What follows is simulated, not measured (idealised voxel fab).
This is a process module. Its name is voxel released beams.
The cross-section shown here is cut; it is 255 nm wide and divided into square cells measuring 5 nm on a side.
A cross-section is written here as square cells arranged in a grid, and it is given in bands from the top down, each band taking up one or more rows of cells.
Read a band's entry like this: the first values are the height of its top and the height of its bottom in nm, and what follows is the sequence of materials from left to right, each with its width in nm. Note that "blank" is empty space, and that a single material marked "everywhere" reaches across the band from edge to edge.
Basically, 0 is our baseline, since under it the wafer straight out of the box is all one material. The bottom band has no lower end and keeps on going down, so it looks like "0 nm and below".
With a width like "30 to 40", each row of cells in the band differs from the next by the same amount, the top row carrying the first number and the bottom row the second.
"no change occurred", as given for a step, is the statement that not any cell of the cross-section underwent a change during that step.
"Fully enclosed voids" - sealed voids, min. 8 cells, no opening to top; format: width x height at distance (distance from left edge; nm throughout).
Past the settings on a step's line: simulator remark, on that step.
overlay nm: step with mask; distance mask lay right of planned place; negative value = left of planned place.
## The following list gives the planned process steps
1: RECEIVE (material Si)
2: CONFORMAL_DEP (material SiN; thk nm 5)
3: DIRECTIONAL_DEP (material SiO2; thk nm 20)
4: MASKED_ETCH (tone open; mask id ANCHOR; width nm 30; etch materials SiO2; depth nm 20; overlay nm 0)
5: CONFORMAL_DEP (material TiN; thk nm 15)
6: DIRECTIONAL_DEP (material aC; thk nm 10)
7: PATTERN (tone cover; mask id BEAM; material resist; width nm 85; thk nm 25; overlay nm 0)
8: DIRECTIONAL_ETCH (etch materials aC; depth nm 10)
9: STRIP (etch materials resist)
10: DIRECTIONAL_ETCH (etch materials TiN; depth nm 15)
11: STRIP (etch materials aC)
12: STRIP (etch materials SiO2)
For this document, wafers share an identical start and vary in the step 4 width nm; the plan quotes the first wafer's value.
## This is how the first of several wafers looked in cross-section when it arrived, which is after step 1
  0 nm and below: Si everywhere
  Fully enclosed voids: none
## The table below has one row for each wafer; a row shows, as of the end of the module, how many cells of each material the wafer has gained, marked (+), or lost, marked (-), since it was received, and then the wafer's closed voids
width nm 30; +51 SiN; +75 TiN; Fully enclosed voids: none
width nm 35; +51 SiN; +75 TiN; Fully enclosed voids: none
width nm 40; +51 SiN; +75 TiN; Fully enclosed voids: none
width nm 45; +51 SiN; +75 TiN; Fully enclosed voids: none
width nm 50; +51 SiN; +75 TiN; Fully enclosed voids: none
width nm 55; +51 SiN; +75 TiN; Fully enclosed voids: none
